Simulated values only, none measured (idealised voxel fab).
Process module heading - voxel lift off
Each square cell in cross-section cut measures 5 nm, and the section as a whole is 140 nm wide.
Heads up, the way a cross-section reads in here is a grid of square cells, handed over as bands from the top down, with every band being one or more rows of cells. Per band: top height and bottom height in nm, followed by the left-to-right materials and their widths in nm; "edge to edge" marks a single material spanning edge to edge, "air" marks empty space. Where do heights start? At 0: under that level the wafer as delivered is made of one material only. And the lowest band has no floor; it just carries on downward, as in "top 0, no bottom". The width entry "30..40" should be interpreted row by row: the top row of cells in the band takes the first number, the bottom row takes the second number, and the change between adjacent rows is uniform throughout. You'll sometimes find "same as before" written for a step, and that's the way of saying that nowhere in the cross-section did a cell change during that step. Reported under the label "Closed cavities" are the empty spaces having no open way to the top and comprising 8 cells or more; the notation for each is width x height at distance, in which the distance is measured from the left edge and all three values are in nm. What comes after the settings on a step's line is commentary from the simulator itself on that step. overlay nm: mask offset rightward from planned place, masked step; negative means leftward offset. For the reader: what remains of this document is a series of pairs, each showing a cross-section before one process step and a cross-section after that step which reaches down only to the lowest band that changed, with the step between them and its settings set out under the pair. It should not be assumed that a pair continues from the pair above it; the pairs can come from different runs of this module on the same starting wafer, and such continuity exists only where the entry headed "Ahead of processing" says so.
-- Ahead of processing
top 0, no bottom  Si edge to edge
Closed cavities: none
-- As Processed
top 10, bottom 0  Al2O3 edge to edge
Beneath the level 0, the cross-section is identical to its previous state.
Closed cavities: none
In between the before and after cross-sections above, the step is CONFORMAL_DEP (material Al2O3; thk nm 10)
Ahead of processing: = after-state of the pair above.
-- As Processed
top 30, bottom 10  15 nm resist / 25 nm air / 15 nm resist / 25 nm air / 15 nm resist / 25 nm air / 20 nm resist
Beneath the level 10, the cross-section is identical to its previous state.
Closed cavities: none
In between the before and after cross-sections above, the step is PATTERN (tone open; mask id LINES; material resist; width nm 25; pitch nm 40; thk nm 20; overlay nm 0)
Ahead of processing: = after-state of the pair above.
-- As Processed
top 40, bottom 30  15 nm Ru / 25 nm air / 15 nm Ru / 25 nm air / 15 nm Ru / 25 nm air / 20 nm Ru
top 30, bottom 20  15 nm resist / 25 nm air / 15 nm resist / 25 nm air / 15 nm resist / 25 nm air / 20 nm resist
top 20, bottom 10  15 nm resist / 25 nm Ru / 15 nm resist / 25 nm Ru / 15 nm resist / 25 nm Ru / 20 nm resist
Beneath the level 10, the cross-section is identical to its previous state.
Closed cavities: none
In between the before and after cross-sections above, the step is DIRECTIONAL_DEP (material Ru; thk nm 10)
Ahead of processing: = after-state of the pair above.
-- As Processed
top 20, bottom 10  15 nm air / 25 nm Ru / 15 nm air / 25 nm Ru / 15 nm air / 25 nm Ru / 20 nm air
Beneath the level 10, the cross-section is identical to its previous state.
Closed cavities: none
In between the before and after cross-sections above, the step is STRIP (etch materials resist)
Ahead of processing: = after-state of the pair above.
-- As Processed
top 30, bottom 20  5 nm air / 125 nm SiO2 / 10 nm air
top 20, bottom 10  15 nm SiO2 / 25 nm Ru / 15 nm SiO2 / 25 nm Ru / 15 nm SiO2 / 25 nm Ru / 20 nm SiO2
Beneath the level 10, the cross-section is identical to its previous state.
Closed cavities: none
In between the before and after cross-sections above, the step is CONFORMAL_DEP (material SiO2; thk nm 10)
-- Ahead of processing
top 30, bottom 10  15 nm resist / 25 nm air / 15 nm resist / 25 nm air / 15 nm resist / 25 nm air / 20 nm resist
top 10, bottom 0  Al2O3 edge to edge
top 0, no bottom  Si edge to edge
Closed cavities: none
-- As Processed
top 10, bottom 0  Al2O3 edge to edge
Beneath the level 0, the cross-section is identical to its previous state.
Closed cavities: none
In between the before and after cross-sections above, the step is STRIP (etch materials resist)
Ahead of processing: = after-state of the pair above.
-- As Processed
top 20, bottom 10  SiO2 edge to edge
Beneath the level 10, the cross-section is identical to its previous state.
Closed cavities: none
In between the before and after cross-sections above, the step is CONFORMAL_DEP (material SiO2; thk nm 10)
-- Ahead of processing
top 20, bottom 10  15 nm air / 25 nm Ru / 15 nm air / 25 nm Ru / 15 nm air / 25 nm Ru / 20 nm air
top 10, bottom 0  Al2O3 edge to edge
top 0, no bottom  Si edge to edge
Closed cavities: none
-- As Processed
top 25, bottom 20  10 nm air / 35 nm SiO2 / 5 nm air / 35 nm SiO2 / 5 nm air / 35 nm SiO2 / 15 nm air
top 20, bottom 15  10 nm air / 5 nm SiO2 / 25 nm Ru / 5 nm SiO2 / 5 nm air / 5 nm SiO2 / 25 nm Ru / 5 nm SiO2 / 5 nm air / 5 nm SiO2 / 25 nm Ru / 5 nm SiO2 / 15 nm air
top 15, bottom 10  15 nm SiO2 / 25 nm Ru / 15 nm SiO2 / 25 nm Ru / 15 nm SiO2 / 25 nm Ru / 20 nm SiO2
Beneath the level 10, the cross-section is identical to its previous state.
Closed cavities: none
In between the before and after cross-sections above, the step is CONFORMAL_DEP (material SiO2; thk nm 5)
-- Ahead of processing
top 10, bottom 0  Al2O3 edge to edge
top 0, no bottom  Si edge to edge
Closed cavities: none
-- As Processed
top 30, bottom 10  20 nm resist / 20 nm air / 20 nm resist / 20 nm air / 20 nm resist / 20 nm air / 20 nm resist
Beneath the level 10, the cross-section is identical to its previous state.
Closed cavities: none
In between the before and after cross-sections above, the step is PATTERN (tone open; mask id LINES; material resist; width nm 20; pitch nm 40; thk nm 20; overlay nm 0)
Ahead of processing: = after-state of the pair above.
-- As Processed
top 40, bottom 30  20 nm Ru / 20 nm air / 20 nm Ru / 20 nm air / 20 nm Ru / 20 nm air / 20 nm Ru
top 30, bottom 20  20 nm resist / 20 nm air / 20 nm resist / 20 nm air / 20 nm resist / 20 nm air / 20 nm resist
top 20, bottom 10  20 nm resist / 20 nm Ru / 20 nm resist / 20 nm Ru / 20 nm resist / 20 nm Ru / 20 nm resist
Beneath the level 10, the cross-section is identical to its previous state.
Closed cavities: none
In between the before and after cross-sections above, the step is DIRECTIONAL_DEP (material Ru; thk nm 10)
Ahead of processing: = after-state of the pair above.
-- As Processed
top 20, bottom 10  20 nm air / 20 nm Ru / 20 nm air / 20 nm Ru / 20 nm air / 20 nm Ru / 20 nm air
Beneath the level 10, the cross-section is identical to its previous state.
Closed cavities: none
In between the before and after cross-sections above, the step is STRIP (etch materials resist)
Ahead of processing: = after-state of the pair above.
-- As Processed
top 30, bottom 20  10 nm air / 120 nm SiO2 / 10 nm air
top 20, bottom 10  20 nm SiO2 / 20 nm Ru / 20 nm SiO2 / 20 nm Ru / 20 nm SiO2 / 20 nm Ru / 20 nm SiO2
Beneath the level 10, the cross-section is identical to its previous state.
Closed cavities: none
In between the before and after cross-sections above, the step is CONFORMAL_DEP (material SiO2; thk nm 10)
-- Ahead of processing
top 10, bottom 0  Al2O3 edge to edge
top 0, no bottom  Si edge to edge
Closed cavities: none
-- As Processed
top 30, bottom 10  20 nm resist / 25 nm air / 15 nm resist / 25 nm air / 15 nm resist / 25 nm air / 15 nm resist
Beneath the level 10, the cross-section is identical to its previous state.
Closed cavities: none
In between the before and after cross-sections above, the step is PATTERN (tone open; mask id LINES; material resist; width nm 25; pitch nm 40; thk nm 20; overlay nm 5)
Ahead of processing: = after-state of the pair above.
-- As Processed
top 40, bottom 30  20 nm Ru / 25 nm air / 15 nm Ru / 25 nm air / 15 nm Ru / 25 nm air / 15 nm Ru
top 30, bottom 20  20 nm resist / 25 nm air / 15 nm resist / 25 nm air / 15 nm resist / 25 nm air / 15 nm resist
top 20, bottom 10  20 nm resist / 25 nm Ru / 15 nm resist / 25 nm Ru / 15 nm resist / 25 nm Ru / 15 nm resist
Beneath the level 10, the cross-section is identical to its previous state.
Closed cavities: none
In between the before and after cross-sections above, the step is DIRECTIONAL_DEP (material Ru; thk nm 10)
Ahead of processing: = after-state of the pair above.
-- As Processed
top 20, bottom 10  20 nm air / 25 nm Ru / 15 nm air / 25 nm Ru / 15 nm air / 25 nm Ru / 15 nm air
Beneath the level 10, the cross-section is identical to its previous state.
Closed cavities: none
In between the before and after cross-sections above, the step is STRIP (etch materials resist)
Ahead of processing: = after-state of the pair above.
-- As Processed
top 30, bottom 20  10 nm air / 125 nm SiO2 / 5 nm air
top 20, bottom 10  20 nm SiO2 / 25 nm Ru / 15 nm SiO2 / 25 nm Ru / 15 nm SiO2 / 25 nm Ru / 15 nm SiO2
Beneath the level 10, the cross-section is identical to its previous state.
Closed cavities: none
In between the before and after cross-sections above, the step is CONFORMAL_DEP (material SiO2; thk nm 10)
-- Ahead of processing
top 0, no bottom  Si edge to edge
Closed cavities: none
-- As Processed
top 10, bottom 0  Ru edge to edge
Beneath the level 0, the cross-section is identical to its previous state.
Closed cavities: none
In between the before and after cross-sections above, the step is CONFORMAL_DEP (material Ru; thk nm 10)
Ahead of processing: = after-state of the pair above.
-- As Processed
top 30, bottom 10  15 nm resist / 25 nm air / 15 nm resist / 25 nm air / 15 nm resist / 25 nm air / 20 nm resist
Beneath the level 10, the cross-section is identical to its previous state.
Closed cavities: none
In between the before and after cross-sections above, the step is PATTERN (tone open; mask id LINES; material resist; width nm 25; pitch nm 40; thk nm 20; overlay nm 0)
Ahead of processing: = after-state of the pair above.
-- As Processed
top 40, bottom 30  15 nm Ru / 25 nm air / 15 nm Ru / 25 nm air / 15 nm Ru / 25 nm air / 20 nm Ru
top 30, bottom 20  15 nm resist / 25 nm air / 15 nm resist / 25 nm air / 15 nm resist / 25 nm air / 20 nm resist
top 20, bottom 10  15 nm resist / 25 nm Ru / 15 nm resist / 25 nm Ru / 15 nm resist / 25 nm Ru / 20 nm resist
Beneath the level 10, the cross-section is identical to its previous state.
Closed cavities: none
In between the before and after cross-sections above, the step is DIRECTIONAL_DEP (material Ru; thk nm 10)
Ahead of processing: = after-state of the pair above.
-- As Processed
top 20, bottom 10  15 nm air / 25 nm Ru / 15 nm air / 25 nm Ru / 15 nm air / 25 nm Ru / 20 nm air
Beneath the level 10, the cross-section is identical to its previous state.
Closed cavities: none
In between the before and after cross-sections above, the step is STRIP (etch materials resist)
Ahead of processing: = after-state of the pair above.
-- As Processed
top 30, bottom 20  5 nm air / 125 nm SiO2 / 10 nm air
top 20, bottom 10  15 nm SiO2 / 25 nm Ru / 15 nm SiO2 / 25 nm Ru / 15 nm SiO2 / 25 nm Ru / 20 nm SiO2
Beneath the level 10, the cross-section is identical to its previous state.
Closed cavities: none
In between the before and after cross-sections above, the step is CONFORMAL_DEP (material SiO2; thk nm 10)
-- Ahead of processing
top 10, bottom 0  Al2O3 edge to edge
top 0, no bottom  Si edge to edge
Closed cavities: none
-- As Processed
top 30, bottom 10  15 nm air / 25 nm resist / 15 nm air / 25 nm resist / 15 nm air / 25 nm resist / 20 nm air
Beneath the level 10, the cross-section is identical to its previous state.
Closed cavities: none
In between the before and after cross-sections above, the step is PATTERN (tone cover; mask id LINES; material resist; width nm 25; pitch nm 40; thk nm 20; overlay nm 0)
Ahead of processing: = after-state of the pair above.
-- As Processed
top 40, bottom 30  15 nm air / 25 nm Ru / 15 nm air / 25 nm Ru / 15 nm air / 25 nm Ru / 20 nm air
top 30, bottom 20  15 nm air / 25 nm resist / 15 nm air / 25 nm resist / 15 nm air / 25 nm resist / 20 nm air
top 20, bottom 10  15 nm Ru / 25 nm resist / 15 nm Ru / 25 nm resist / 15 nm Ru / 25 nm resist / 20 nm Ru
Beneath the level 10, the cross-section is identical to its previous state.
Closed cavities: none
In between the before and after cross-sections above, the step is DIRECTIONAL_DEP (material Ru; thk nm 10)
Ahead of processing: = after-state of the pair above.
-- As Processed
top 20, bottom 10  15 nm Ru / 25 nm air / 15 nm Ru / 25 nm air / 15 nm Ru / 25 nm air / 20 nm Ru
Beneath the level 10, the cross-section is identical to its previous state.
Closed cavities: none
In between the before and after cross-sections above, the step is STRIP (etch materials resist)
Ahead of processing: = after-state of the pair above.
-- As Processed
top 30, bottom 20  25 nm SiO2 / 5 nm air / 35 nm SiO2 / 5 nm air / 35 nm SiO2 / 5 nm air / 30 nm SiO2
top 20, bottom 10  15 nm Ru / 25 nm SiO2 / 15 nm Ru / 25 nm SiO2 / 15 nm Ru / 25 nm SiO2 / 20 nm Ru
Beneath the level 10, the cross-section is identical to its previous state.
Closed cavities: none
In between the before and after cross-sections above, the step is CONFORMAL_DEP (material SiO2; thk nm 10)
